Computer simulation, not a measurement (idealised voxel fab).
process module | voxel wiring stack
cross-section cut | 200 nm wide | cells 5 nm
A cross-section is a grid of square cells, given in bands from the top down. A band is one or more rows of cells.
Each band's line starts with the height of the band's top and of its bottom, in nm. Then come its materials from left to right, each with its width in nm. One material with "throughout" fills the band from edge to edge. "air" is empty space.
Height 0 is the level under which the wafer as received is all one material. The lowest band goes on downwards, as in "0 down".
A width such as "30 to 40" changes by the same amount from each row of cells to the next, from the band's top row to its bottom row.
"no change" after a step means that no cell of the cross-section changed.
closed voids: empty space of 8 cells or more with no open way to the top, each as width x height at its distance from the left edge, in nm
after a step's settings: what the simulator itself notes on the step
overlay nm, on a step with a mask: how far to the right of its planned place the mask lay; to the left if negative
Each pair below shows a cross-section before one step and the cross-section after it, down to the lowest band that changed. The line under each pair gives the step between them, with its settings. The pairs can come from different runs of this module on the same starting wafer, so a pair continues from the pair above only where its "before" says so.
before
  120 to 110: aC 60 | air 15 | aC 40 | air 15 | aC 70
  110 to 100: lowk throughout
  100 to 95: SiCN throughout
  95 to 75: SiO2 50 | SiN 5 | Ru 25 | SiN 5 | SiO2 20 | SiN 5 | Ru 25 | SiN 5 | SiO2 60
  75 to 70: SiN 55 | TiN 25 | SiN 30 | TiN 25 | SiN 65
  70 to 50: lowk 60 | Ru 15 | lowk 125
  50 to 45: SiCN 60 | Ru 15 | SiCN 125
  45 to 20: lowk 55 | SiCN 5 | W 25 | SiCN 5 | lowk 20 | SiCN 5 | W 25 | SiCN 5 | lowk 55
  20 to 15: SiCN 60 | TiN 25 | SiCN 30 | TiN 25 | SiCN 60
  15 to 0: SiO2 throughout
  0 down: Si throughout
  closed voids: none
after
  120 to 110: aC 60 | air 15 | aC 40 | air 15 | aC 70
  110 to 100: lowk 60 | air 15 | lowk 40 | air 15 | lowk 70
  below 100: unchanged
  closed voids: none
the step between: op DIRECTIONAL_ETCH | etch materials lowk | depth nm 10
before: the cross-section after the pair above
after
  120 to 110: aC 60 | air 15 | aC 40 | air 15 | aC 70
  110 to 100: lowk 60 | air 15 | lowk 40 | air 15 | lowk 70
  100 to 95: SiCN 60 | air 15 | SiCN 40 | air 15 | SiCN 70
  below 95: unchanged
  closed voids: none
the step between: op DIRECTIONAL_ETCH | etch materials SiCN | depth nm 5
before: the cross-section after the pair above
after
  110 to 100: lowk 60 | air 15 | lowk 40 | air 15 | lowk 70
  below 100: unchanged
  closed voids: none
the step between: op STRIP | etch materials aC
before: the cross-section after the pair above
after
  115 to 110: TiN 65 | air 5 | TiN 50 | air 5 | TiN 75
  110 to 100: lowk 60 | TiN 5 | air 5 | TiN 5 | lowk 40 | TiN 5 | air 5 | TiN 5 | lowk 70
  100 to 95: SiCN 60 | TiN 15 | SiCN 40 | TiN 15 | SiCN 70
  below 95: unchanged
  closed voids: none
the step between: op CONFORMAL_DEP | material TiN | thk nm 5
before: the cross-section after the pair above
after
  125 to 115: Ru throughout
  115 to 110: TiN 65 | Ru 5 | TiN 50 | Ru 5 | TiN 75
  110 to 100: lowk 60 | TiN 5 | Ru 5 | TiN 5 | lowk 40 | TiN 5 | Ru 5 | TiN 5 | lowk 70
  below 100: unchanged
  closed voids: none
the step between: op FILL_DEP | material Ru | thk nm 10
before: the cross-section after the pair above
after
  110 to 100: lowk 60 | TiN 5 | Ru 5 | TiN 5 | lowk 40 | TiN 5 | Ru 5 | TiN 5 | lowk 70
  below 100: unchanged
  closed voids: none
the step between: op CMP | height nm 110
before: the cross-section after the pair above
after
  115 to 110: SiN throughout
  below 110: unchanged
  closed voids: none
the step between: op CONFORMAL_DEP | material SiN | thk nm 5
before: the cross-section after the pair above
after
  140 to 115: SiO2 throughout
  below 115: unchanged
  closed voids: none
the step between: op DIRECTIONAL_DEP | material SiO2 | thk nm 25
before: the cross-section after the pair above
after
  160 to 140: resist 60 | air 25 | resist 30 | air 25 | resist 60
  below 140: unchanged
  closed voids: none
the step between: op PATTERN | tone open | mask id METAL_3 | material resist | width nm 25 | pitch nm 55 | thk nm 20 | overlay nm 0
before: the cross-section after the pair above
after
  160 to 140: resist 60 | air 25 | resist 30 | air 25 | resist 60
  140 to 115: SiO2 60 | air 25 | SiO2 30 | air 25 | SiO2 60
  below 115: unchanged
  closed voids: none
the step between: op DIRECTIONAL_ETCH | etch materials SiO2 | depth nm 25
before: the cross-section after the pair above
after
  160 to 140: resist 60 | air 25 | resist 30 | air 25 | resist 60
  140 to 115: SiO2 60 | air 25 | SiO2 30 | air 25 | SiO2 60
  115 to 110: SiN 60 | air 25 | SiN 30 | air 25 | SiN 60
  below 110: unchanged
  closed voids: none
the step between: op DIRECTIONAL_ETCH | etch materials SiN | depth nm 5
before: the cross-section after the pair above
after
  140 to 115: SiO2 60 | air 25 | SiO2 30 | air 25 | SiO2 60
  below 115: unchanged
  closed voids: none
the step between: op STRIP | etch materials resist
before: the cross-section after the pair above
after
  145 to 140: TiN 65 | air 15 | TiN 40 | air 15 | TiN 65
  140 to 115: SiO2 60 | TiN 5 | air 15 | TiN 5 | SiO2 30 | TiN 5 | air 15 | TiN 5 | SiO2 60
  115 to 110: SiN 60 | TiN 25 | SiN 30 | TiN 25 | SiN 60
  below 110: unchanged
  closed voids: none
the step between: op CONFORMAL_DEP | material TiN | thk nm 5
before: the cross-section after the pair above
after
  155 to 145: Cu throughout
  145 to 140: TiN 65 | Cu 15 | TiN 40 | Cu 15 | TiN 65
  140 to 115: SiO2 60 | TiN 5 | Cu 15 | TiN 5 | SiO2 30 | TiN 5 | Cu 15 | TiN 5 | SiO2 60
  below 115: unchanged
  closed voids: none
the step between: op FILL_DEP | material Cu | thk nm 10
before: the cross-section after the pair above
after
  140 to 115: SiO2 60 | TiN 5 | Cu 15 | TiN 5 | SiO2 30 | TiN 5 | Cu 15 | TiN 5 | SiO2 60
  below 115: unchanged
  closed voids: none
the step between: op CMP | height nm 140
before: the cross-section after the pair above
after
  145 to 140: SiCN throughout
  below 140: unchanged
  closed voids: none
the step between: op CONFORMAL_DEP | material SiCN | thk nm 5
before
  45 to 20: air 60 | W 25 | air 30 | W 25 | air 60
  20 to 15: air 60 | TiN 25 | air 30 | TiN 25 | air 60
  15 to 0: SiO2 throughout
  0 down: Si throughout
  closed voids: none
after
  50 to 45: air 55 | SiN 35 | air 20 | SiN 35 | air 55
  45 to 20: air 55 | SiN 5 | W 25 | SiN 5 | air 20 | SiN 5 | W 25 | SiN 5 | air 55
  20 to 15: SiN 60 | TiN 25 | SiN 30 | TiN 25 | SiN 60
  below 15: unchanged
  closed voids: none
the step between: op CONFORMAL_DEP | material SiN | thk nm 5
before: the cross-section after the pair above
after
  55 to 50: lowk throughout
  50 to 45: lowk 55 | SiN 35 | lowk 20 | SiN 35 | lowk 55
  45 to 20: lowk 55 | SiN 5 | W 25 | SiN 5 | lowk 20 | SiN 5 | W 25 | SiN 5 | lowk 55
  below 20: unchanged
  closed voids: none
the step between: op FILL_DEP | material lowk | thk nm 5
before: the cross-section after the pair above
after
  45 to 20: lowk 55 | SiN 5 | W 25 | SiN 5 | lowk 20 | SiN 5 | W 25 | SiN 5 | lowk 55
  below 20: unchanged
  closed voids: none
the step between: op CMP | height nm 45
before: the cross-section after the pair above
after
  50 to 45: SiCN throughout
  below 45: unchanged
  closed voids: none
the step between: op CONFORMAL_DEP | material SiCN | thk nm 5
before: the cross-section after the pair above
after
  70 to 50: lowk throughout
  below 50: unchanged
  closed voids: none
the step between: op DIRECTIONAL_DEP | material lowk | thk nm 20
before: the cross-section after the pair above
after
  85 to 70: aC throughout
  below 70: unchanged
  closed voids: none
the step between: op DIRECTIONAL_DEP | material aC | thk nm 15
before: the cross-section after the pair above
after
  115 to 85: resist 60 | air 15 | resist 125
  below 85: unchanged
  closed voids: none
the step between: op PATTERN | tone open | mask id PLUG_1 | material resist | width nm 15 | thk nm 30 | overlay nm 0
before: the cross-section after the pair above
after
  100 to 85: resist 60 | air 15 | resist 125
  85 to 70: aC 60 | air 15 | aC 125
  below 70: unchanged
  closed voids: none
the step between: op DIRECTIONAL_ETCH | etch materials aC | depth nm 15
before: the cross-section after the pair above
after
  85 to 70: aC 60 | air 15 | aC 125
  below 70: unchanged
  closed voids: none
the step between: op STRIP | etch materials resist
before: the cross-section after the pair above
after
  85 to 70: aC 60 | air 15 | aC 125
  70 to 50: lowk 60 | air 15 | lowk 125
  below 50: unchanged
  closed voids: none
the step between: op DIRECTIONAL_ETCH | etch materials lowk | depth nm 20
before: the cross-section after the pair above
after
  85 to 70: aC 60 | air 15 | aC 125
  70 to 50: lowk 60 | air 15 | lowk 125
  50 to 45: SiCN 60 | air 15 | SiCN 125
  below 45: unchanged
  closed voids: none
the step between: op DIRECTIONAL_ETCH | etch materials SiCN | depth nm 5
before: the cross-section after the pair above
after
  70 to 50: lowk 60 | air 15 | lowk 125
  below 50: unchanged
  closed voids: none
the step between: op STRIP | etch materials aC
before: the cross-section after the pair above
after
  70 to 55: lowk 60 | air 15 | lowk 125
  55 to 50: lowk 60 | Ru 15 | lowk 125
  50 to 45: SiCN 60 | Ru 15 | SiCN 125
  below 45: unchanged
  closed voids: none
the step between: op EPI | material Ru | thk nm 10
before: the cross-section after the pair above
after
  70 to 65: lowk 60 | air 15 | lowk 125
  65 to 50: lowk 60 | Ru 15 | lowk 125
  below 50: unchanged
  closed voids: none
the step between: op EPI | material Ru | thk nm 10
before: the cross-section after the pair above
after
  70 to 50: lowk 60 | Ru 15 | lowk 125
  below 50: unchanged
  closed voids: none
the step between: op EPI | material Ru | thk nm 5
before: the cross-section after the pair above
after
  75 to 70: TiN throughout
  below 70: unchanged
  closed voids: none
the step between: op DIRECTIONAL_DEP | material TiN | thk nm 5
before: the cross-section after the pair above
after
  95 to 75: Ru throughout
  below 75: unchanged
  closed voids: none
the step between: op DIRECTIONAL_DEP | material Ru | thk nm 20
before: the cross-section after the pair above
after
  110 to 95: aC throughout
  below 95: unchanged
  closed voids: none
the step between: op DIRECTIONAL_DEP | material aC | thk nm 15
before: the cross-section after the pair above
after
  140 to 110: air 60 | resist 25 | air 30 | resist 25 | air 60
  below 110: unchanged
  closed voids: none
the step between: op PATTERN | tone cover | mask id METAL_2 | material resist | width nm 25 | pitch nm 55 | thk nm 30 | overlay nm 0
before: the cross-section after the pair above
after
  125 to 110: air 60 | resist 25 | air 30 | resist 25 | air 60
  110 to 95: air 60 | aC 25 | air 30 | aC 25 | air 60
  below 95: unchanged
  closed voids: none
the step between: op DIRECTIONAL_ETCH | etch materials aC | depth nm 15
before: the cross-section after the pair above
after
  110 to 95: air 60 | aC 25 | air 30 | aC 25 | air 60
  below 95: unchanged
  closed voids: none
the step between: op STRIP | etch materials resist
before: the cross-section after the pair above
after
  110 to 95: air 60 | aC 25 | air 30 | aC 25 | air 60
  95 to 75: air 60 | Ru 25 | air 30 | Ru 25 | air 60
  below 75: unchanged
  closed voids: none
the step between: op DIRECTIONAL_ETCH | etch materials Ru | depth nm 20
before: the cross-section after the pair above
after
  110 to 95: air 60 | aC 25 | air 30 | aC 25 | air 60
  95 to 75: air 60 | Ru 25 | air 30 | Ru 25 | air 60
  75 to 70: air 60 | TiN 25 | air 30 | TiN 25 | air 60
  below 70: unchanged
  closed voids: none
the step between: op DIRECTIONAL_ETCH | etch materials TiN | depth nm 5
before: the cross-section after the pair above
after
  95 to 75: air 60 | Ru 25 | air 30 | Ru 25 | air 60
  below 75: unchanged
  closed voids: none
the step between: op STRIP | etch materials aC
before: the cross-section after the pair above
after
  100 to 95: air 55 | SiN 35 | air 20 | SiN 35 | air 55
  95 to 75: air 55 | SiN 5 | Ru 25 | SiN 5 | air 20 | SiN 5 | Ru 25 | SiN 5 | air 55
  75 to 70: SiN 60 | TiN 25 | SiN 30 | TiN 25 | SiN 60
  below 70: unchanged
  closed voids: none
the step between: op CONFORMAL_DEP | material SiN | thk nm 5
before: the cross-section after the pair above
after
  110 to 100: SiO2 throughout
  100 to 95: SiO2 55 | SiN 35 | SiO2 20 | SiN 35 | SiO2 55
  95 to 75: SiO2 55 | SiN 5 | Ru 25 | SiN 5 | SiO2 20 | SiN 5 | Ru 25 | SiN 5 | SiO2 55
  below 75: unchanged
  closed voids: none
the step between: op FILL_DEP | material SiO2 | thk nm 10
before: the cross-section after the pair above
after
  95 to 75: SiO2 55 | SiN 5 | Ru 25 | SiN 5 | SiO2 20 | SiN 5 | Ru 25 | SiN 5 | SiO2 55
  below 75: unchanged
  closed voids: none
the step between: op CMP | height nm 95
before: the cross-section after the pair above
after
  100 to 95: SiCN throughout
  below 95: unchanged
  closed voids: none
the step between: op CONFORMAL_DEP | material SiCN | thk nm 5
before: the cross-section after the pair above
after
  110 to 100: lowk throughout
  below 100: unchanged
  closed voids: none
the step between: op DIRECTIONAL_DEP | material lowk | thk nm 10
before: the cross-section after the pair above
after
  120 to 110: aC throughout
  below 110: unchanged
  closed voids: none
the step between: op DIRECTIONAL_DEP | material aC | thk nm 10
before: the cross-section after the pair above
after
  145 to 120: resist 60 | air 15 | resist 40 | air 15 | resist 70
  below 120: unchanged
  closed voids: none
the step between: op PATTERN | tone open | mask id PLUG_2 | material resist | width nm 15 | pitch nm 55 | thk nm 25 | overlay nm 0
before: the cross-section after the pair above
after
  135 to 120: resist 60 | air 15 | resist 40 | air 15 | resist 70
  120 to 110: aC 60 | air 15 | aC 40 | air 15 | aC 70
  below 110: unchanged
  closed voids: none
the step between: op DIRECTIONAL_ETCH | etch materials aC | depth nm 10
before: the cross-section after the pair above
after
  120 to 110: aC 60 | air 15 | aC 40 | air 15 | aC 70
  below 110: unchanged
  closed voids: none
the step between: op STRIP | etch materials resist
before: the cross-section after the pair above
after
  120 to 110: aC 60 | air 15 | aC 40 | air 15 | aC 70
  110 to 100: lowk 60 | air 15 | lowk 40 | air 15 | lowk 70
  below 100: unchanged
  closed voids: none
the step between: op DIRECTIONAL_ETCH | etch materials lowk | depth nm 10
before: the cross-section after the pair above
after
  120 to 110: aC 60 | air 15 | aC 40 | air 15 | aC 70
  110 to 100: lowk 60 | air 15 | lowk 40 | air 15 | lowk 70
  100 to 95: SiCN 60 | air 15 | SiCN 40 | air 15 | SiCN 70
  below 95: unchanged
  closed voids: none
the step between: op DIRECTIONAL_ETCH | etch materials SiCN | depth nm 5
before: the cross-section after the pair above
after
  110 to 100: lowk 60 | air 15 | lowk 40 | air 15 | lowk 70
  below 100: unchanged
  closed voids: none
the step between: op STRIP | etch materials aC
before: the cross-section after the pair above
after
  115 to 110: TiN 65 | air 5 | TiN 50 | air 5 | TiN 75
  110 to 100: lowk 60 | TiN 5 | air 5 | TiN 5 | lowk 40 | TiN 5 | air 5 | TiN 5 | lowk 70
  100 to 95: SiCN 60 | TiN 15 | SiCN 40 | TiN 15 | SiCN 70
  below 95: unchanged
  closed voids: none
the step between: op CONFORMAL_DEP | material TiN | thk nm 5
before: the cross-section after the pair above
after
  125 to 115: Ru throughout
  115 to 110: TiN 65 | Ru 5 | TiN 50 | Ru 5 | TiN 75
  110 to 100: lowk 60 | TiN 5 | Ru 5 | TiN 5 | lowk 40 | TiN 5 | Ru 5 | TiN 5 | lowk 70
  below 100: unchanged
  closed voids: none
the step between: op FILL_DEP | material Ru | thk nm 10
before: the cross-section after the pair above
after
  110 to 100: lowk 60 | TiN 5 | Ru 5 | TiN 5 | lowk 40 | TiN 5 | Ru 5 | TiN 5 | lowk 70
  below 100: unchanged
  closed voids: none
the step between: op CMP | height nm 110
before: the cross-section after the pair above
after
  115 to 110: SiN throughout
  below 110: unchanged
  closed voids: none
the step between: op CONFORMAL_DEP | material SiN | thk nm 5
before: the cross-section after the pair above
after
  140 to 115: SiO2 throughout
  below 115: unchanged
  closed voids: none
the step between: op DIRECTIONAL_DEP | material SiO2 | thk nm 25
before: the cross-section after the pair above
after
  160 to 140: resist 60 | air 25 | resist 30 | air 25 | resist 60
  below 140: unchanged
  closed voids: none
the step between: op PATTERN | tone open | mask id METAL_3 | material resist | width nm 25 | pitch nm 55 | thk nm 20 | overlay nm 0
before: the cross-section after the pair above
after
  160 to 140: resist 60 | air 25 | resist 30 | air 25 | resist 60
  140 to 115: SiO2 60 | air 25 | SiO2 30 | air 25 | SiO2 60
  below 115: unchanged
  closed voids: none
the step between: op DIRECTIONAL_ETCH | etch materials SiO2 | depth nm 25
before: the cross-section after the pair above
after
  160 to 140: resist 60 | air 25 | resist 30 | air 25 | resist 60
  140 to 115: SiO2 60 | air 25 | SiO2 30 | air 25 | SiO2 60
  115 to 110: SiN 60 | air 25 | SiN 30 | air 25 | SiN 60
  below 110: unchanged
  closed voids: none
the step between: op DIRECTIONAL_ETCH | etch materials SiN | depth nm 5
before: the cross-section after the pair above
after
  140 to 115: SiO2 60 | air 25 | SiO2 30 | air 25 | SiO2 60
  below 115: unchanged
  closed voids: none
the step between: op STRIP | etch materials resist
before: the cross-section after the pair above
after
  145 to 140: TiN 65 | air 15 | TiN 40 | air 15 | TiN 65
  140 to 115: SiO2 60 | TiN 5 | air 15 | TiN 5 | SiO2 30 | TiN 5 | air 15 | TiN 5 | SiO2 60
  115 to 110: SiN 60 | TiN 25 | SiN 30 | TiN 25 | SiN 60
  below 110: unchanged
  closed voids: none
the step between: op CONFORMAL_DEP | material TiN | thk nm 5
before: the cross-section after the pair above
after
  155 to 145: Cu throughout
  145 to 140: TiN 65 | Cu 15 | TiN 40 | Cu 15 | TiN 65
  140 to 115: SiO2 60 | TiN 5 | Cu 15 | TiN 5 | SiO2 30 | TiN 5 | Cu 15 | TiN 5 | SiO2 60
  below 115: unchanged
  closed voids: none
the step between: op FILL_DEP | material Cu | thk nm 10
before: the cross-section after the pair above
after
  140 to 115: SiO2 60 | TiN 5 | Cu 15 | TiN 5 | SiO2 30 | TiN 5 | Cu 15 | TiN 5 | SiO2 60
  below 115: unchanged
  closed voids: none
the step between: op CMP | height nm 140
before: the cross-section after the pair above
after
  145 to 140: SiCN throughout
  below 140: unchanged
  closed voids: none
the step between: op CONFORMAL_DEP | material SiCN | thk nm 5
before
  85 to 70: aC throughout
  70 to 50: lowk throughout
  50 to 45: SiCN throughout
  45 to 20: lowk 55 | SiCN 5 | W 25 | SiCN 5 | lowk 20 | SiCN 5 | W 25 | SiCN 5 | lowk 55
  20 to 15: SiCN 60 | TiN 25 | SiCN 30 | TiN 25 | SiCN 60
  15 to 0: SiO2 throughout
  0 down: Si throughout
  closed voids: none
after
  115 to 85: air 60 | resist 15 | air 125
  below 85: unchanged
  closed voids: none
the step between: op PATTERN | tone cover | mask id PLUG_1 | material resist | width nm 15 | thk nm 30 | overlay nm 0
before: the cross-section after the pair above
after
  100 to 85: air 60 | resist 15 | air 125
  85 to 70: air 60 | aC 15 | air 125
  below 70: unchanged
  closed voids: none
the step between: op DIRECTIONAL_ETCH | etch materials aC | depth nm 15
before: the cross-section after the pair above
after
  85 to 70: air 60 | aC 15 | air 125
  below 70: unchanged
  closed voids: none
the step between: op STRIP | etch materials resist
before: the cross-section after the pair above
after
  85 to 70: air 60 | aC 15 | air 125
  70 to 50: air 60 | lowk 15 | air 125
  below 50: unchanged
  closed voids: none
the step between: op DIRECTIONAL_ETCH | etch materials lowk | depth nm 20
before: the cross-section after the pair above
after
  85 to 70: air 60 | aC 15 | air 125
  70 to 50: air 60 | lowk 15 | air 125
  50 to 45: air 60 | SiCN 15 | air 125
  below 45: unchanged
  closed voids: none
the step between: op DIRECTIONAL_ETCH | etch materials SiCN | depth nm 5
before: the cross-section after the pair above
after
  70 to 50: air 60 | lowk 15 | air 125
  below 50: unchanged
  closed voids: none
the step between: op STRIP | etch materials aC
before: the cross-section after the pair above
after
  70 to 55: air 60 | lowk 15 | air 125
  55 to 50: air 60 | lowk 15 | Ru 20 | air 10 | Ru 45 | air 50
  50 to 45: air 60 | SiCN 15 | Ru 20 | air 10 | Ru 45 | air 50
  below 45: unchanged
  closed voids: none
the step between: op EPI | material Ru | thk nm 10
before: the cross-section after the pair above
after
  70 to 65: air 60 | lowk 15 | air 125
  65 to 50: air 60 | lowk 15 | Ru 85 | air 40
  50 to 45: air 60 | SiCN 15 | Ru 85 | air 40
  below 45: unchanged
  closed voids: none
the step between: op EPI | material Ru | thk nm 10
before: the cross-section after the pair above
after
  70 to 50: air 60 | lowk 15 | Ru 90 | air 35
  50 to 45: air 60 | SiCN 15 | Ru 90 | air 35
  below 45: unchanged
  closed voids: none
the step between: op EPI | material Ru | thk nm 5
before: the cross-section after the pair above
after
  75 to 70: air 60 | TiN 105 | air 35
  70 to 50: air 60 | lowk 15 | Ru 90 | air 35
  50 to 45: TiN 60 | SiCN 15 | Ru 90 | TiN 35
  below 45: unchanged
  closed voids: none
the step between: op DIRECTIONAL_DEP | material TiN | thk nm 5
before: the cross-section after the pair above
after
  95 to 75: air 60 | Ru 105 | air 35
  75 to 70: air 60 | TiN 105 | air 35
  70 to 50: Ru 60 | lowk 15 | Ru 125
  below 50: unchanged
  closed voids: none
the step between: op DIRECTIONAL_DEP | material Ru | thk nm 20
before: the cross-section after the pair above
after
  110 to 95: air 60 | aC 105 | air 35
  95 to 85: air 60 | Ru 105 | air 35
  85 to 75: aC 60 | Ru 105 | aC 35
  75 to 70: aC 60 | TiN 105 | aC 35
  below 70: unchanged
  closed voids: none
the step between: op DIRECTIONAL_DEP | material aC | thk nm 15
before: the cross-section after the pair above
after
  140 to 110: air 60 | resist 25 | air 30 | resist 25 | air 60
  below 110: unchanged
  closed voids: none
the step between: op PATTERN | tone cover | mask id METAL_2 | material resist | width nm 25 | pitch nm 55 | thk nm 30 | overlay nm 0
before: the cross-section after the pair above
after
  125 to 110: air 60 | resist 25 | air 30 | resist 25 | air 60
  110 to 95: air 60 | aC 25 | air 30 | aC 25 | air 60
  95 to 75: air 60 | Ru 105 | air 35
  75 to 70: air 60 | TiN 105 | air 35
  below 70: unchanged
  closed voids: none
the step between: op DIRECTIONAL_ETCH | etch materials aC | depth nm 15
before: the cross-section after the pair above
after
  110 to 95: air 60 | aC 25 | air 30 | aC 25 | air 60
  below 95: unchanged
  closed voids: none
the step between: op STRIP | etch materials resist
before: the cross-section after the pair above
after
  110 to 95: air 60 | aC 25 | air 30 | aC 25 | air 60
  95 to 75: air 60 | Ru 25 | air 30 | Ru 25 | air 60
  75 to 70: air 60 | TiN 105 | air 35
  70 to 50: air 60 | lowk 15 | Ru 90 | air 35
  below 50: unchanged
  closed voids: none
the step between: op DIRECTIONAL_ETCH | etch materials Ru | depth nm 20
before: the cross-section after the pair above
after
  110 to 95: air 60 | aC 25 | air 30 | aC 25 | air 60
  95 to 75: air 60 | Ru 25 | air 30 | Ru 25 | air 60
  75 to 70: air 60 | TiN 25 | air 30 | TiN 25 | air 60
  70 to 50: air 60 | lowk 15 | Ru 90 | air 35
  50 to 45: air 60 | SiCN 15 | Ru 90 | air 35
  below 45: unchanged
  closed voids: none
the step between: op DIRECTIONAL_ETCH | etch materials TiN | depth nm 5
before: the cross-section after the pair above
after
  95 to 75: air 60 | Ru 25 | air 30 | Ru 25 | air 60
  below 75: unchanged
  closed voids: none
the step between: op STRIP | etch materials aC
before: the cross-section after the pair above
after
  100 to 95: air 55 | SiN 35 | air 20 | SiN 35 | air 55
  95 to 75: air 55 | SiN 5 | Ru 25 | SiN 5 | air 20 | SiN 5 | Ru 25 | SiN 5 | air 55
  75 to 70: air 55 | SiN 5 | TiN 25 | SiN 30 | TiN 25 | SiN 30 | air 30
  70 to 50: air 55 | SiN 5 | lowk 15 | Ru 90 | SiN 5 | air 30
  50 to 45: SiN 60 | SiCN 15 | Ru 90 | SiN 35
  below 45: unchanged
  closed voids: none
the step between: op CONFORMAL_DEP | material SiN | thk nm 5
before: the cross-section after the pair above
after
  110 to 100: SiO2 throughout
  100 to 95: SiO2 55 | SiN 35 | SiO2 20 | SiN 35 | SiO2 55
  95 to 75: SiO2 55 | SiN 5 | Ru 25 | SiN 5 | SiO2 20 | SiN 5 | Ru 25 | SiN 5 | SiO2 55
  75 to 70: SiO2 55 | SiN 5 | TiN 25 | SiN 30 | TiN 25 | SiN 30 | SiO2 30
  70 to 50: SiO2 55 | SiN 5 | lowk 15 | Ru 90 | SiN 5 | SiO2 30
  below 50: unchanged
  closed voids: none
the step between: op FILL_DEP | material SiO2 | thk nm 10
before: the cross-section after the pair above
after
  95 to 75: SiO2 55 | SiN 5 | Ru 25 | SiN 5 | SiO2 20 | SiN 5 | Ru 25 | SiN 5 | SiO2 55
  below 75: unchanged
  closed voids: none
the step between: op CMP | height nm 95
before: the cross-section after the pair above
after
  100 to 95: SiCN throughout
  below 95: unchanged
  closed voids: none
the step between: op CONFORMAL_DEP | material SiCN | thk nm 5
before: the cross-section after the pair above
after
  110 to 100: lowk throughout
  below 100: unchanged
  closed voids: none
the step between: op DIRECTIONAL_DEP | material lowk | thk nm 10
before: the cross-section after the pair above
after
  120 to 110: aC throughout
  below 110: unchanged
  closed voids: none
the step between: op DIRECTIONAL_DEP | material aC | thk nm 10
before: the cross-section after the pair above
after
  145 to 120: resist 60 | air 15 | resist 40 | air 15 | resist 70
  below 120: unchanged
  closed voids: none
the step between: op PATTERN | tone open | mask id PLUG_2 | material resist | width nm 15 | pitch nm 55 | thk nm 25 | overlay nm 0
before: the cross-section after the pair above
after
  135 to 120: resist 60 | air 15 | resist 40 | air 15 | resist 70
  120 to 110: aC 60 | air 15 | aC 40 | air 15 | aC 70
  below 110: unchanged
  closed voids: none
the step between: op DIRECTIONAL_ETCH | etch materials aC | depth nm 10
before: the cross-section after the pair above
after
  120 to 110: aC 60 | air 15 | aC 40 | air 15 | aC 70
  below 110: unchanged
  closed voids: none
the step between: op STRIP | etch materials resist
before: the cross-section after the pair above
after
  120 to 110: aC 60 | air 15 | aC 40 | air 15 | aC 70
  110 to 100: lowk 60 | air 15 | lowk 40 | air 15 | lowk 70
  below 100: unchanged
  closed voids: none
the step between: op DIRECTIONAL_ETCH | etch materials lowk | depth nm 10
before: the cross-section after the pair above
after
  120 to 110: aC 60 | air 15 | aC 40 | air 15 | aC 70
  110 to 100: lowk 60 | air 15 | lowk 40 | air 15 | lowk 70
  100 to 95: SiCN 60 | air 15 | SiCN 40 | air 15 | SiCN 70
  below 95: unchanged
  closed voids: none
the step between: op DIRECTIONAL_ETCH | etch materials SiCN | depth nm 5
before: the cross-section after the pair above
after
  110 to 100: lowk 60 | air 15 | lowk 40 | air 15 | lowk 70
  below 100: unchanged
  closed voids: none
the step between: op STRIP | etch materials aC
before: the cross-section after the pair above
after
  115 to 110: TiN 65 | air 5 | TiN 50 | air 5 | TiN 75
  110 to 100: lowk 60 | TiN 5 | air 5 | TiN 5 | lowk 40 | TiN 5 | air 5 | TiN 5 | lowk 70
  100 to 95: SiCN 60 | TiN 15 | SiCN 40 | TiN 15 | SiCN 70
  below 95: unchanged
  closed voids: none
the step between: op CONFORMAL_DEP | material TiN | thk nm 5
before: the cross-section after the pair above
after
  125 to 115: Ru throughout
  115 to 110: TiN 65 | Ru 5 | TiN 50 | Ru 5 | TiN 75
  110 to 100: lowk 60 | TiN 5 | Ru 5 | TiN 5 | lowk 40 | TiN 5 | Ru 5 | TiN 5 | lowk 70
  below 100: unchanged
  closed voids: none
the step between: op FILL_DEP | material Ru | thk nm 10
before: the cross-section after the pair above
after
  110 to 100: lowk 60 | TiN 5 | Ru 5 | TiN 5 | lowk 40 | TiN 5 | Ru 5 | TiN 5 | lowk 70
  below 100: unchanged
  closed voids: none
the step between: op CMP | height nm 110
before: the cross-section after the pair above
after
  115 to 110: SiN throughout
  below 110: unchanged
  closed voids: none
the step between: op CONFORMAL_DEP | material SiN | thk nm 5
before: the cross-section after the pair above
after
  140 to 115: SiO2 throughout
  below 115: unchanged
  closed voids: none
the step between: op DIRECTIONAL_DEP | material SiO2 | thk nm 25
before: the cross-section after the pair above
after
  160 to 140: resist 60 | air 25 | resist 30 | air 25 | resist 60
  below 140: unchanged
  closed voids: none
the step between: op PATTERN | tone open | mask id METAL_3 | material resist | width nm 25 | pitch nm 55 | thk nm 20 | overlay nm 0
before: the cross-section after the pair above
after
  160 to 140: resist 60 | air 25 | resist 30 | air 25 | resist 60
  140 to 115: SiO2 60 | air 25 | SiO2 30 | air 25 | SiO2 60
  below 115: unchanged
  closed voids: none
the step between: op DIRECTIONAL_ETCH | etch materials SiO2 | depth nm 25
before: the cross-section after the pair above
after
  160 to 140: resist 60 | air 25 | resist 30 | air 25 | resist 60
  140 to 115: SiO2 60 | air 25 | SiO2 30 | air 25 | SiO2 60
  115 to 110: SiN 60 | air 25 | SiN 30 | air 25 | SiN 60
  below 110: unchanged
  closed voids: none
the step between: op DIRECTIONAL_ETCH | etch materials SiN | depth nm 5
before: the cross-section after the pair above
after
  140 to 115: SiO2 60 | air 25 | SiO2 30 | air 25 | SiO2 60
  below 115: unchanged
  closed voids: none
the step between: op STRIP | etch materials resist
before: the cross-section after the pair above
after
  145 to 140: TiN 65 | air 15 | TiN 40 | air 15 | TiN 65
  140 to 115: SiO2 60 | TiN 5 | air 15 | TiN 5 | SiO2 30 | TiN 5 | air 15 | TiN 5 | SiO2 60
  115 to 110: SiN 60 | TiN 25 | SiN 30 | TiN 25 | SiN 60
  below 110: unchanged
  closed voids: none
the step between: op CONFORMAL_DEP | material TiN | thk nm 5
before: the cross-section after the pair above
after
  155 to 145: Cu throughout
  145 to 140: TiN 65 | Cu 15 | TiN 40 | Cu 15 | TiN 65
  140 to 115: SiO2 60 | TiN 5 | Cu 15 | TiN 5 | SiO2 30 | TiN 5 | Cu 15 | TiN 5 | SiO2 60
  below 115: unchanged
  closed voids: none
the step between: op FILL_DEP | material Cu | thk nm 10
before: the cross-section after the pair above
after
  140 to 115: SiO2 60 | TiN 5 | Cu 15 | TiN 5 | SiO2 30 | TiN 5 | Cu 15 | TiN 5 | SiO2 60
  below 115: unchanged
  closed voids: none
the step between: op CMP | height nm 140
before: the cross-section after the pair above
after
  145 to 140: SiCN throughout
  below 140: unchanged
  closed voids: none
the step between: op CONFORMAL_DEP | material SiCN | thk nm 5
